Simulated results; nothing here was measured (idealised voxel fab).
A process module follows: voxel trench capacitor.
The cross-section shown here is cut; it is 160 nm wide and divided into square cells measuring 5 nm on a side.
In what follows, cross-sections appear as grids of square cells, described through bands that run from the top down, where every band is one or more rows of cells.
Each band's line starts with the height of the band's top and of its bottom, in nm. Then come its materials from left to right, each with its width in nm. One material with "everywhere" fills the band from edge to edge. "empty" is empty space.
The level at which height equals 0 is the one under which the wafer, as it arrives, is entirely one material. No lower edge exists for the bottom band, which continues downward and is notated as in "z 0 and below".
Graded width ("30->40"): value in top row of band = first number; value in bottom row = second number; row-to-row change constant.
When a step is marked "identical to before", none of the cells in the cross-section changed during that step.
Entry "Sealed cavities". Content: empty spaces with no open connection to the top, size 8 cells or greater. Each: width x height at distance. Distance: from left edge. Unit: nm.
The remark found on a step's line after its settings is issued by the simulator itself and pertains to that step.
"overlay nm" on a masked step: distance the mask lay right of its planned place, negative for left.
Each pair of cross-sections that follows straddles one process step: the one shows the state before the step, the other the state after it, down to the lowest band that changed and no further. The step in question, and its settings, are given under the pair. Note that a pair is not necessarily a continuation of the pair above it, since pairs can come from different runs of this module on the same starting wafer; it is a continuation only where its entry headed "Pre-step snapshot" says so.

Pre-step snapshot
  z 0 and below = Si everywhere
  Sealed cavities: none

Step Outcome
  z 10 to 0 = SiN everywhere
  Under the height 0 nothing was changed.
  Sealed cavities: none
The before and after cross-sections above are linked by op CONFORMAL_DEP | material SiN | thk nm 10

Pre-step snapshot: starting point is the after cross-section of the pair just above.

Step Outcome
  z 10 to 0 = SiN 40 nm; empty 30 nm; SiN 15 nm; empty 30 nm; SiN 45 nm
  Under the height 0 nothing was changed.
  Sealed cavities: none
The before and after cross-sections above are linked by op MASKED_ETCH | tone open | mask id TRENCH | width nm 30 | pitch nm 45 | etch materials SiN | depth nm 10 | overlay nm 0

Pre-step snapshot: starting point is the after cross-section of the pair just above.

Step Outcome
  z 10 to 0 = SiN 40 nm; empty 30 nm; SiN 15 nm; empty 30 nm; SiN 45 nm
  z 0 to -40 = Si 40 nm; empty 30 nm; Si 15 nm; empty 30 nm; Si 45 nm
  Under the height -40 nothing was changed.
  Sealed cavities: none
The before and after cross-sections above are linked by op MASKED_ETCH | tone open | mask id TRENCH | width nm 30 | pitch nm 45 | etch materials Si | depth nm 40 | overlay nm 0

Pre-step snapshot: starting point is the after cross-section of the pair just above.

Step Outcome
  z 15 to 10 = Al2O3 45 nm; empty 20 nm; Al2O3 25 nm; empty 20 nm; Al2O3 50 nm
  z 10 to 0 = SiN 40 nm; Al2O3 5 nm; empty 20 nm; Al2O3 5 nm; SiN 15 nm; Al2O3 5 nm; empty 20 nm; Al2O3 5 nm; SiN 45 nm
  z 0 to -35 = Si 40 nm; Al2O3 5 nm; empty 20 nm; Al2O3 5 nm; Si 15 nm; Al2O3 5 nm; empty 20 nm; Al2O3 5 nm; Si 45 nm
  z -35 to -40 = Si 40 nm; Al2O3 30 nm; Si 15 nm; Al2O3 30 nm; Si 45 nm
  Under the height -40 nothing was changed.
  Sealed cavities: none
The before and after cross-sections above are linked by op CONFORMAL_DEP | material Al2O3 | thk nm 5

Pre-step snapshot: starting point is the after cross-section of the pair just above.

Step Outcome
  z 20 to 15 = TiN 50 nm; empty 10 nm; TiN 35 nm; empty 10 nm; TiN 55 nm
  z 15 to 10 = Al2O3 45 nm; TiN 5 nm; empty 10 nm; TiN 5 nm; Al2O3 25 nm; TiN 5 nm; empty 10 nm; TiN 5 nm; Al2O3 50 nm
  z 10 to 0 = SiN 40 nm; Al2O3 5 nm; TiN 5 nm; empty 10 nm; TiN 5 nm; Al2O3 5 nm; SiN 15 nm; Al2O3 5 nm; TiN 5 nm; empty 10 nm; TiN 5 nm; Al2O3 5 nm; SiN 45 nm
  z 0 to -30 = Si 40 nm; Al2O3 5 nm; TiN 5 nm; empty 10 nm; TiN 5 nm; Al2O3 5 nm; Si 15 nm; Al2O3 5 nm; TiN 5 nm; empty 10 nm; TiN 5 nm; Al2O3 5 nm; Si 45 nm
  z -30 to -35 = Si 40 nm; Al2O3 5 nm; TiN 20 nm; Al2O3 5 nm; Si 15 nm; Al2O3 5 nm; TiN 20 nm; Al2O3 5 nm; Si 45 nm
  Under the height -35 nothing was changed.
  Sealed cavities: none
The before and after cross-sections above are linked by op CONFORMAL_DEP | material TiN | thk nm 5

Pre-step snapshot: starting point is the after cross-section of the pair just above.

Step Outcome
  z 25 to 20 = W everywhere
  z 20 to 15 = TiN 50 nm; W 10 nm; TiN 35 nm; W 10 nm; TiN 55 nm
  z 15 to 10 = Al2O3 45 nm; TiN 5 nm; W 10 nm; TiN 5 nm; Al2O3 25 nm; TiN 5 nm; W 10 nm; TiN 5 nm; Al2O3 50 nm
  z 10 to 0 = SiN 40 nm; Al2O3 5 nm; TiN 5 nm; W 10 nm; TiN 5 nm; Al2O3 5 nm; SiN 15 nm; Al2O3 5 nm; TiN 5 nm; W 10 nm; TiN 5 nm; Al2O3 5 nm; SiN 45 nm
  z 0 to -30 = Si 40 nm; Al2O3 5 nm; TiN 5 nm; W 10 nm; TiN 5 nm; Al2O3 5 nm; Si 15 nm; Al2O3 5 nm; TiN 5 nm; W 10 nm; TiN 5 nm; Al2O3 5 nm; Si 45 nm
  Under the height -30 nothing was changed.
  Sealed cavities: none
The before and after cross-sections above are linked by op FILL_DEP | material W | thk nm 5

Pre-step snapshot: starting point is the after cross-section of the pair just above.

Step Outcome
  z 10 to 0 = SiN 40 nm; Al2O3 5 nm; TiN 5 nm; W 10 nm; TiN 5 nm; Al2O3 5 nm; SiN 15 nm; Al2O3 5 nm; TiN 5 nm; W 10 nm; TiN 5 nm; Al2O3 5 nm; SiN 45 nm
  Under the height 0 nothing was changed.
  Sealed cavities: none
The before and after cross-sections above are linked by op CMP | height nm 10

Pre-step snapshot
  z 10 to 0 = SiN 40 nm; empty 30 nm; SiN 15 nm; empty 30 nm; SiN 45 nm
  z 0 to -40 = Si 40 nm; empty 30 nm; Si 15 nm; empty 30 nm; Si 45 nm
  z -40 and below = Si everywhere
  Sealed cavities: none

Step Outcome
  z 15 to 10 = TiN 45 nm; empty 20 nm; TiN 25 nm; empty 20 nm; TiN 50 nm
  z 10 to 0 = SiN 40 nm; TiN 5 nm; empty 20 nm; TiN 5 nm; SiN 15 nm; TiN 5 nm; empty 20 nm; TiN 5 nm; SiN 45 nm
  z 0 to -35 = Si 40 nm; TiN 5 nm; empty 20 nm; TiN 5 nm; Si 15 nm; TiN 5 nm; empty 20 nm; TiN 5 nm; Si 45 nm
  z -35 to -40 = Si 40 nm; TiN 30 nm; Si 15 nm; TiN 30 nm; Si 45 nm
  Under the height -40 nothing was changed.
  Sealed cavities: none
The before and after cross-sections above are linked by op CONFORMAL_DEP | material TiN | thk nm 5

Pre-step snapshot: starting point is the after cross-section of the pair just above.

Step Outcome
  z 20 to 15 = W everywhere
  z 15 to 10 = TiN 45 nm; W 20 nm; TiN 25 nm; W 20 nm; TiN 50 nm
  z 10 to 0 = SiN 40 nm; TiN 5 nm; W 20 nm; TiN 5 nm; SiN 15 nm; TiN 5 nm; W 20 nm; TiN 5 nm; SiN 45 nm
  z 0 to -35 = Si 40 nm; TiN 5 nm; W 20 nm; TiN 5 nm; Si 15 nm; TiN 5 nm; W 20 nm; TiN 5 nm; Si 45 nm
  Under the height -35 nothing was changed.
  Sealed cavities: none
The before and after cross-sections above are linked by op FILL_DEP | material W | thk nm 5

Pre-step snapshot: starting point is the after cross-section of the pair just above.

Step Outcome
  z 10 to 0 = SiN 40 nm; TiN 5 nm; W 20 nm; TiN 5 nm; SiN 15 nm; TiN 5 nm; W 20 nm; TiN 5 nm; SiN 45 nm
  Under the height 0 nothing was changed.
  Sealed cavities: none
The before and after cross-sections above are linked by op CMP | height nm 10

Pre-step snapshot
  z 10 to 0 = SiN 40 nm; empty 30 nm; SiN 15 nm; empty 30 nm; SiN 45 nm
  z 0 to -40 = Si 40 nm; empty 30 nm; Si 15 nm; empty 30 nm; Si 45 nm
  z -40 and below = Si everywhere
  Sealed cavities: none

Step Outcome
  z 10 to 0 = SiN 40 nm; empty 30 nm; SiN 15 nm; empty 30 nm; SiN 45 nm
  z 0 to -80 = Si 40 nm; empty 30 nm; Si 15 nm; empty 30 nm; Si 45 nm
  Under the height -80 nothing was changed.
  Sealed cavities: none
The before and after cross-sections above are linked by op MASKED_ETCH | tone open | mask id TRENCH | width nm 30 | pitch nm 45 | etch materials Si | depth nm 40 | overlay nm 0

Pre-step snapshot: starting point is the after cross-section of the pair just above.

Step Outcome
  z 15 to 10 = Al2O3 45 nm; empty 20 nm; Al2O3 25 nm; empty 20 nm; Al2O3 50 nm
  z 10 to 0 = SiN 40 nm; Al2O3 5 nm; empty 20 nm; Al2O3 5 nm; SiN 15 nm; Al2O3 5 nm; empty 20 nm; Al2O3 5 nm; SiN 45 nm
  z 0 to -75 = Si 40 nm; Al2O3 5 nm; empty 20 nm; Al2O3 5 nm; Si 15 nm; Al2O3 5 nm; empty 20 nm; Al2O3 5 nm; Si 45 nm
  z -75 to -80 = Si 40 nm; Al2O3 30 nm; Si 15 nm; Al2O3 30 nm; Si 45 nm
  Under the height -80 nothing was changed.
  Sealed cavities: none
The before and after cross-sections above are linked by op CONFORMAL_DEP | material Al2O3 | thk nm 5

Pre-step snapshot: starting point is the after cross-section of the pair just above.

Step Outcome
  z 20 to 15 = TiN 50 nm; empty 10 nm; TiN 35 nm; empty 10 nm; TiN 55 nm
  z 15 to 10 = Al2O3 45 nm; TiN 5 nm; empty 10 nm; TiN 5 nm; Al2O3 25 nm; TiN 5 nm; empty 10 nm; TiN 5 nm; Al2O3 50 nm
  z 10 to 0 = SiN 40 nm; Al2O3 5 nm; TiN 5 nm; empty 10 nm; TiN 5 nm; Al2O3 5 nm; SiN 15 nm; Al2O3 5 nm; TiN 5 nm; empty 10 nm; TiN 5 nm; Al2O3 5 nm; SiN 45 nm
  z 0 to -70 = Si 40 nm; Al2O3 5 nm; TiN 5 nm; empty 10 nm; TiN 5 nm; Al2O3 5 nm; Si 15 nm; Al2O3 5 nm; TiN 5 nm; empty 10 nm; TiN 5 nm; Al2O3 5 nm; Si 45 nm
  z -70 to -75 = Si 40 nm; Al2O3 5 nm; TiN 20 nm; Al2O3 5 nm; Si 15 nm; Al2O3 5 nm; TiN 20 nm; Al2O3 5 nm; Si 45 nm
  Under the height -75 nothing was changed.
  Sealed cavities: none
The before and after cross-sections above are linked by op CONFORMAL_DEP | material TiN | thk nm 5

Pre-step snapshot: starting point is the after cross-section of the pair just above.

Step Outcome
  z 25 to 20 = W everywhere
  z 20 to 15 = TiN 50 nm; W 10 nm; TiN 35 nm; W 10 nm; TiN 55 nm
  z 15 to 10 = Al2O3 45 nm; TiN 5 nm; W 10 nm; TiN 5 nm; Al2O3 25 nm; TiN 5 nm; W 10 nm; TiN 5 nm; Al2O3 50 nm
  z 10 to 0 = SiN 40 nm; Al2O3 5 nm; TiN 5 nm; W 10 nm; TiN 5 nm; Al2O3 5 nm; SiN 15 nm; Al2O3 5 nm; TiN 5 nm; W 10 nm; TiN 5 nm; Al2O3 5 nm; SiN 45 nm
  z 0 to -70 = Si 40 nm; Al2O3 5 nm; TiN 5 nm; W 10 nm; TiN 5 nm; Al2O3 5 nm; Si 15 nm; Al2O3 5 nm; TiN 5 nm; W 10 nm; TiN 5 nm; Al2O3 5 nm; Si 45 nm
  Under the height -70 nothing was changed.
  Sealed cavities: none
The before and after cross-sections above are linked by op FILL_DEP | material W | thk nm 5

Pre-step snapshot: starting point is the after cross-section of the pair just above.

Step Outcome
  z 10 to 0 = SiN 40 nm; Al2O3 5 nm; TiN 5 nm; W 10 nm; TiN 5 nm; Al2O3 5 nm; SiN 15 nm; Al2O3 5 nm; TiN 5 nm; W 10 nm; TiN 5 nm; Al2O3 5 nm; SiN 45 nm
  Under the height 0 nothing was changed.
  Sealed cavities: none
The before and after cross-sections above are linked by op CMP | height nm 10

Pre-step snapshot
  z 15 to 10 = TiN 45 nm; empty 20 nm; TiN 25 nm; empty 20 nm; TiN 50 nm
  z 10 to 0 = SiN 40 nm; TiN 5 nm; empty 20 nm; TiN 5 nm; SiN 15 nm; TiN 5 nm; empty 20 nm; TiN 5 nm; SiN 45 nm
  z 0 to -35 = Si 40 nm; TiN 5 nm; empty 20 nm; TiN 5 nm; Si 15 nm; TiN 5 nm; empty 20 nm; TiN 5 nm; Si 45 nm
  z -35 to -40 = Si 40 nm; TiN 30 nm; Si 15 nm; TiN 30 nm; Si 45 nm
  z -40 and below = Si everywhere
  Sealed cavities: none

Step Outcome
  z 20 to 15 = Al2O3 50 nm; empty 10 nm; Al2O3 35 nm; empty 10 nm; Al2O3 55 nm
  z 15 to 10 = TiN 45 nm; Al2O3 5 nm; empty 10 nm; Al2O3 5 nm; TiN 25 nm; Al2O3 5 nm; empty 10 nm; Al2O3 5 nm; TiN 50 nm
  z 10 to 0 = SiN 40 nm; TiN 5 nm; Al2O3 5 nm; empty 10 nm; Al2O3 5 nm; TiN 5 nm; SiN 15 nm; TiN 5 nm; Al2O3 5 nm; empty 10 nm; Al2O3 5 nm; TiN 5 nm; SiN 45 nm
  z 0 to -30 = Si 40 nm; TiN 5 nm; Al2O3 5 nm; empty 10 nm; Al2O3 5 nm; TiN 5 nm; Si 15 nm; TiN 5 nm; Al2O3 5 nm; empty 10 nm; Al2O3 5 nm; TiN 5 nm; Si 45 nm
  z -30 to -35 = Si 40 nm; TiN 5 nm; Al2O3 20 nm; TiN 5 nm; Si 15 nm; TiN 5 nm; Al2O3 20 nm; TiN 5 nm; Si 45 nm
  Under the height -35 nothing was changed.
  Sealed cavities: none
The before and after cross-sections above are linked by op CONFORMAL_DEP | material Al2O3 | thk nm 5

Pre-step snapshot: starting point is the after cross-section of the pair just above.

Step Outcome
  z 25 to 20 = W everywhere
  z 20 to 15 = Al2O3 50 nm; W 10 nm; Al2O3 35 nm; W 10 nm; Al2O3 55 nm
  z 15 to 10 = TiN 45 nm; Al2O3 5 nm; W 10 nm; Al2O3 5 nm; TiN 25 nm; Al2O3 5 nm; W 10 nm; Al2O3 5 nm; TiN 50 nm
  z 10 to 0 = SiN 40 nm; TiN 5 nm; Al2O3 5 nm; W 10 nm; Al2O3 5 nm; TiN 5 nm; SiN 15 nm; TiN 5 nm; Al2O3 5 nm; W 10 nm; Al2O3 5 nm; TiN 5 nm; SiN 45 nm
  z 0 to -30 = Si 40 nm; TiN 5 nm; Al2O3 5 nm; W 10 nm; Al2O3 5 nm; TiN 5 nm; Si 15 nm; TiN 5 nm; Al2O3 5 nm; W 10 nm; Al2O3 5 nm; TiN 5 nm; Si 45 nm
  Under the height -30 nothing was changed.
  Sealed cavities: none
The before and after cross-sections above are linked by op FILL_DEP | material W | thk nm 5

Pre-step snapshot: starting point is the after cross-section of the pair just above.

Step Outcome
  z 10 to 0 = SiN 40 nm; TiN 5 nm; Al2O3 5 nm; W 10 nm; Al2O3 5 nm; TiN 5 nm; SiN 15 nm; TiN 5 nm; Al2O3 5 nm; W 10 nm; Al2O3 5 nm; TiN 5 nm; SiN 45 nm
  Under the height 0 nothing was changed.
  Sealed cavities: none
The before and after cross-sections above are linked by op CMP | height nm 10

Pre-step snapshot
  z 25 to 20 = W everywhere
  z 20 to 15 = TiN 50 nm; W 10 nm; TiN 35 nm; W 10 nm; TiN 55 nm
  z 15 to 10 = Al2O3 45 nm; TiN 5 nm; W 10 nm; TiN 5 nm; Al2O3 25 nm; TiN 5 nm; W 10 nm; TiN 5 nm; Al2O3 50 nm
  z 10 to 0 = SiN 40 nm; Al2O3 5 nm; TiN 5 nm; W 10 nm; TiN 5 nm; Al2O3 5 nm; SiN 15 nm; Al2O3 5 nm; TiN 5 nm; W 10 nm; TiN 5 nm; Al2O3 5 nm; SiN 45 nm
  z 0 to -30 = Si 40 nm; Al2O3 5 nm; TiN 5 nm; W 10 nm; TiN 5 nm; Al2O3 5 nm; Si 15 nm; Al2O3 5 nm; TiN 5 nm; W 10 nm; TiN 5 nm; Al2O3 5 nm; Si 45 nm
  z -30 to -35 = Si 40 nm; Al2O3 5 nm; TiN 20 nm; Al2O3 5 nm; Si 15 nm; Al2O3 5 nm; TiN 20 nm; Al2O3 5 nm; Si 45 nm
  z -35 to -40 = Si 40 nm; Al2O3 30 nm; Si 15 nm; Al2O3 30 nm; Si 45 nm
  z -40 and below = Si everywhere
  Sealed cavities: none

Step Outcome
  z 20 to 15 = TiN 50 nm; W 10 nm; TiN 35 nm; W 10 nm; TiN 55 nm
  Under the height 15 nothing was changed.
  Sealed cavities: none
The before and after cross-sections above are linked by op CMP | height nm 20

Pre-step snapshot
  z 10 to 0 = SiN everywhere
  z 0 and below = Si everywhere
  Sealed cavities: none

Step Outcome
  z 10 to 0 = SiN 45 nm; empty 25 nm; SiN 20 nm; empty 25 nm; SiN 45 nm
  Under the height 0 nothing was changed.
  Sealed cavities: none
The before and after cross-sections above are linked by op MASKED_ETCH | tone open | mask id TRENCH | width nm 25 | pitch nm 45 | etch materials SiN | depth nm 10 | overlay nm 0

Pre-step snapshot: starting point is the after cross-section of the pair just above.

Step Outcome
  z 10 to 0 = SiN 45 nm; empty 25 nm; SiN 20 nm; empty 25 nm; SiN 45 nm
  z 0 to -40 = Si 45 nm; empty 25 nm; Si 20 nm; empty 25 nm; Si 45 nm
  Under the height -40 nothing was changed.
  Sealed cavities: none
The before and after cross-sections above are linked by op MASKED_ETCH | tone open | mask id TRENCH | width nm 30 | pitch nm 45 | etch materials Si | depth nm 40 | overlay nm 0

Pre-step snapshot: starting point is the after cross-section of the pair just above.

Step Outcome
  z 15 to 10 = Al2O3 50 nm; empty 15 nm; Al2O3 30 nm; empty 15 nm; Al2O3 50 nm
  z 10 to 0 = SiN 45 nm; Al2O3 5 nm; empty 15 nm; Al2O3 5 nm; SiN 20 nm; Al2O3 5 nm; empty 15 nm; Al2O3 5 nm; SiN 45 nm
  z 0 to -35 = Si 45 nm; Al2O3 5 nm; empty 15 nm; Al2O3 5 nm; Si 20 nm; Al2O3 5 nm; empty 15 nm; Al2O3 5 nm; Si 45 nm
  z -35 to -40 = Si 45 nm; Al2O3 25 nm; Si 20 nm; Al2O3 25 nm; Si 45 nm
  Under the height -40 nothing was changed.
  Sealed cavities: none
The before and after cross-sections above are linked by op CONFORMAL_DEP | material Al2O3 | thk nm 5

Pre-step snapshot: starting point is the after cross-section of the pair just above.

Step Outcome
  z 20 to 15 = TiN 55 nm; empty 5 nm; TiN 40 nm; empty 5 nm; TiN 55 nm
  z 15 to 10 = Al2O3 50 nm; TiN 5 nm; empty 5 nm; TiN 5 nm; Al2O3 30 nm; TiN 5 nm; empty 5 nm; TiN 5 nm; Al2O3 50 nm
  z 10 to 0 = SiN 45 nm; Al2O3 5 nm; TiN 5 nm; empty 5 nm; TiN 5 nm; Al2O3 5 nm; SiN 20 nm; Al2O3 5 nm; TiN 5 nm; empty 5 nm; TiN 5 nm; Al2O3 5 nm; SiN 45 nm
  z 0 to -30 = Si 45 nm; Al2O3 5 nm; TiN 5 nm; empty 5 nm; TiN 5 nm; Al2O3 5 nm; Si 20 nm; Al2O3 5 nm; TiN 5 nm; empty 5 nm; TiN 5 nm; Al2O3 5 nm; Si 45 nm
  z -30 to -35 = Si 45 nm; Al2O3 5 nm; TiN 15 nm; Al2O3 5 nm; Si 20 nm; Al2O3 5 nm; TiN 15 nm; Al2O3 5 nm; Si 45 nm
  Under the height -35 nothing was changed.
  Sealed cavities: none
The before and after cross-sections above are linked by op CONFORMAL_DEP | material TiN | thk nm 5

Pre-step snapshot: starting point is the after cross-section of the pair just above.

Step Outcome
  z 25 to 20 = W everywhere
  z 20 to 15 = TiN 55 nm; W 5 nm; TiN 40 nm; W 5 nm; TiN 55 nm
  z 15 to 10 = Al2O3 50 nm; TiN 5 nm; W 5 nm; TiN 5 nm; Al2O3 30 nm; TiN 5 nm; W 5 nm; TiN 5 nm; Al2O3 50 nm
  z 10 to 0 = SiN 45 nm; Al2O3 5 nm; TiN 5 nm; W 5 nm; TiN 5 nm; Al2O3 5 nm; SiN 20 nm; Al2O3 5 nm; TiN 5 nm; W 5 nm; TiN 5 nm; Al2O3 5 nm; SiN 45 nm
  z 0 to -30 = Si 45 nm; Al2O3 5 nm; TiN 5 nm; W 5 nm; TiN 5 nm; Al2O3 5 nm; Si 20 nm; Al2O3 5 nm; TiN 5 nm; W 5 nm; TiN 5 nm; Al2O3 5 nm; Si 45 nm
  Under the height -30 nothing was changed.
  Sealed cavities: none
The before and after cross-sections above are linked by op FILL_DEP | material W | thk nm 5

Pre-step snapshot: starting point is the after cross-section of the pair just above.

Step Outcome
  z 10 to 0 = SiN 45 nm; Al2O3 5 nm; TiN 5 nm; W 5 nm; TiN 5 nm; Al2O3 5 nm; SiN 20 nm; Al2O3 5 nm; TiN 5 nm; W 5 nm; TiN 5 nm; Al2O3 5 nm; SiN 45 nm
  Under the height 0 nothing was changed.
  Sealed cavities: none
The before and after cross-sections above are linked by op CMP | height nm 10

Pre-step snapshot
  z 10 to 0 = SiN everywhere
  z 0 and below = Si everywhere
  Sealed cavities: none

Step Outcome
  z 10 to 0 = SiN 45 nm; empty 30 nm; SiN 15 nm; empty 30 nm; SiN 40 nm
  Under the height 0 nothing was changed.
  Sealed cavities: none
The before and after cross-sections above are linked by op MASKED_ETCH | tone open | mask id TRENCH | width nm 30 | pitch nm 45 | etch materials SiN | depth nm 10 | overlay nm 5

Pre-step snapshot: starting point is the after cross-section of the pair just above.

Step Outcome
  z 10 to 0 = SiN 45 nm; empty 30 nm; SiN 15 nm; empty 30 nm; SiN 40 nm
  z 0 to -40 = Si 45 nm; empty 25 nm; Si 20 nm; empty 25 nm; Si 45 nm
  Under the height -40 nothing was changed.
  Sealed cavities: none
The before and after cross-sections above are linked by op MASKED_ETCH | tone open | mask id TRENCH | width nm 30 | pitch nm 45 | etch materials Si | depth nm 40 | overlay nm 0

Pre-step snapshot: starting point is the after cross-section of the pair just above.

Step Outcome
  z 15 to 10 = Al2O3 50 nm; empty 20 nm; Al2O3 25 nm; empty 20 nm; Al2O3 45 nm
  z 10 to 0 = SiN 45 nm; Al2O3 5 nm; empty 20->15 nm; Al2O3 5->10 nm; SiN 15 nm; Al2O3 5 nm; empty 20->15 nm; Al2O3 5->10 nm; SiN 40 nm
  z 0 to -35 = Si 45 nm; Al2O3 5 nm; empty 15 nm; Al2O3 5 nm; Si 20 nm; Al2O3 5 nm; empty 15 nm; Al2O3 5 nm; Si 45 nm
  z -35 to -40 = Si 45 nm; Al2O3 25 nm; Si 20 nm; Al2O3 25 nm; Si 45 nm
  Under the height -40 nothing was changed.
  Sealed cavities: none
The before and after cross-sections above are linked by op CONFORMAL_DEP | material Al2O3 | thk nm 5

Pre-step snapshot: starting point is the after cross-section of the pair just above.

Step Outcome
  z 20 to 15 = TiN 55 nm; empty 10 nm; TiN 35 nm; empty 10 nm; TiN 50 nm
  z 15 to 10 = Al2O3 50 nm; TiN 5 nm; empty 10 nm; TiN 5 nm; Al2O3 25 nm; TiN 5 nm; empty 10 nm; TiN 5 nm; Al2O3 45 nm
  z 10 to 0 = SiN 45 nm; Al2O3 5 nm; TiN 5 nm; empty 5 nm; TiN 10->5 nm; Al2O3 5->10 nm; SiN 15 nm; Al2O3 5 nm; TiN 5 nm; empty 5 nm; TiN 10->5 nm; Al2O3 5->10 nm; SiN 40 nm
  z 0 to -30 = Si 45 nm; Al2O3 5 nm; TiN 5 nm; empty 5 nm; TiN 5 nm; Al2O3 5 nm; Si 20 nm; Al2O3 5 nm; TiN 5 nm; empty 5 nm; TiN 5 nm; Al2O3 5 nm; Si 45 nm
  z -30 to -35 = Si 45 nm; Al2O3 5 nm; TiN 15 nm; Al2O3 5 nm; Si 20 nm; Al2O3 5 nm; TiN 15 nm; Al2O3 5 nm; Si 45 nm
  Under the height -35 nothing was changed.
  Sealed cavities: none
The before and after cross-sections above are linked by op CONFORMAL_DEP | material TiN | thk nm 5

Pre-step snapshot: starting point is the after cross-section of the pair just above.

Step Outcome
  z 25 to 20 = W everywhere
  z 20 to 15 = TiN 55 nm; W 10 nm; TiN 35 nm; W 10 nm; TiN 50 nm
  z 15 to 10 = Al2O3 50 nm; TiN 5 nm; W 10 nm; TiN 5 nm; Al2O3 25 nm; TiN 5 nm; W 10 nm; TiN 5 nm; Al2O3 45 nm
  z 10 to 0 = SiN 45 nm; Al2O3 5 nm; TiN 5 nm; W 5 nm; TiN 10->5 nm; Al2O3 5->10 nm; SiN 15 nm; Al2O3 5 nm; TiN 5 nm; W 5 nm; TiN 10->5 nm; Al2O3 5->10 nm; SiN 40 nm
  z 0 to -30 = Si 45 nm; Al2O3 5 nm; TiN 5 nm; W 5 nm; TiN 5 nm; Al2O3 5 nm; Si 20 nm; Al2O3 5 nm; TiN 5 nm; W 5 nm; TiN 5 nm; Al2O3 5 nm; Si 45 nm
  Under the height -30 nothing was changed.
  Sealed cavities: none
The before and after cross-sections above are linked by op FILL_DEP | material W | thk nm 5

Pre-step snapshot: starting point is the after cross-section of the pair just above.

Step Outcome
  z 10 to 0 = SiN 45 nm; Al2O3 5 nm; TiN 5 nm; W 5 nm; TiN 10->5 nm; Al2O3 5->10 nm; SiN 15 nm; Al2O3 5 nm; TiN 5 nm; W 5 nm; TiN 10->5 nm; Al2O3 5->10 nm; SiN 40 nm
  Under the height 0 nothing was changed.
  Sealed cavities: none
The before and after cross-sections above are linked by op CMP | height nm 10

Pre-step snapshot
  z 0 and below = Si everywhere
  Sealed cavities: none

Step Outcome
  z 10 to 0 = Al2O3 everywhere
  Under the height 0 nothing was changed.
  Sealed cavities: none
The before and after cross-sections above are linked by op CONFORMAL_DEP | material Al2O3 | thk nm 10

Pre-step snapshot: starting point is the after cross-section of the pair just above.

Step Outcome
  z 15 to 0 = Al2O3 everywhere
  Under the height 0 nothing was changed.
  Sealed cavities: none
The before and after cross-sections above are linked by op CONFORMAL_DEP | material Al2O3 | thk nm 5

Pre-step snapshot: starting point is the after cross-section of the pair just above.

Step Outcome
  z 20 to 15 = TiN everywhere
  Under the height 15 nothing was changed.
  Sealed cavities: none
The before and after cross-sections above are linked by op CONFORMAL_DEP | material TiN | thk nm 5

Pre-step snapshot: starting point is the after cross-section of the pair just above.

Step Outcome
  z 25 to 20 = W everywhere
  Under the height 20 nothing was changed.
  Sealed cavities: none
The before and after cross-sections above are linked by op FILL_DEP | material W | thk nm 5

Pre-step snapshot: starting point is the after cross-section of the pair just above.

Step Outcome
  z 10 to 0 = Al2O3 everywhere
  Under the height 0 nothing was changed.
  Sealed cavities: none
The before and after cross-sections above are linked by op CMP | height nm 10

Pre-step snapshot
  z 10 to 0 = SiN everywhere
  z 0 and below = Si everywhere
  Sealed cavities: none

Step Outcome
  z 10 to 0 = empty 40 nm; SiN 30 nm; empty 15 nm; SiN 30 nm; empty 45 nm
  Under the height 0 nothing was changed.
  Sealed cavities: none
The before and after cross-sections above are linked by op MASKED_ETCH | tone cover | mask id TRENCH | width nm 30 | pitch nm 45 | etch materials SiN | depth nm 10 | overlay nm 0

Pre-step snapshot: starting point is the after cross-section of the pair just above.

Step Outcome
  z 15 to 10 = empty 35 nm; Al2O3 40 nm; empty 5 nm; Al2O3 40 nm; empty 40 nm
  z 10 to 5 = empty 35 nm; Al2O3 5 nm; SiN 30 nm; Al2O3 5 nm; empty 5 nm; Al2O3 5 nm; SiN 30 nm; Al2O3 5 nm; empty 40 nm
  z 5 to 0 = Al2O3 40 nm; SiN 30 nm; Al2O3 15 nm; SiN 30 nm; Al2O3 45 nm
  Under the height 0 nothing was changed.
  Sealed cavities: none
The before and after cross-sections above are linked by op CONFORMAL_DEP | material Al2O3 | thk nm 5

Pre-step snapshot: starting point is the after cross-section of the pair just above.

Step Outcome
  z 20 to 15 = empty 30 nm; TiN 95 nm; empty 35 nm
  z 15 to 10 = empty 30 nm; TiN 5 nm; Al2O3 40 nm; TiN 5 nm; Al2O3 40 nm; TiN 5 nm; empty 35 nm
  z 10 to 5 = TiN 35 nm; Al2O3 5 nm; SiN 30 nm; Al2O3 5 nm; TiN 5 nm; Al2O3 5 nm; SiN 30 nm; Al2O3 5 nm; TiN 40 nm
  Under the height 5 nothing was changed.
  Sealed cavities: none
The before and after cross-sections above are linked by op CONFORMAL_DEP | material TiN | thk nm 5

Pre-step snapshot: starting point is the after cross-section of the pair just above.

Step Outcome
  z 25 to 20 = W everywhere
  z 20 to 15 = W 30 nm; TiN 95 nm; W 35 nm
  z 15 to 10 = W 30 nm; TiN 5 nm; Al2O3 40 nm; TiN 5 nm; Al2O3 40 nm; TiN 5 nm; W 35 nm
  Under the height 10 nothing was changed.
  Sealed cavities: none
The before and after cross-sections above are linked by op FILL_DEP | material W | thk nm 5

Pre-step snapshot: starting point is the after cross-section of the pair just above.

Step Outcome
  z 10 to 5 = TiN 35 nm; Al2O3 5 nm; SiN 30 nm; Al2O3 5 nm; TiN 5 nm; Al2O3 5 nm; SiN 30 nm; Al2O3 5 nm; TiN 40 nm
  Under the height 5 nothing was changed.
  Sealed cavities: none
The before and after cross-sections above are linked by op CMP | height nm 10
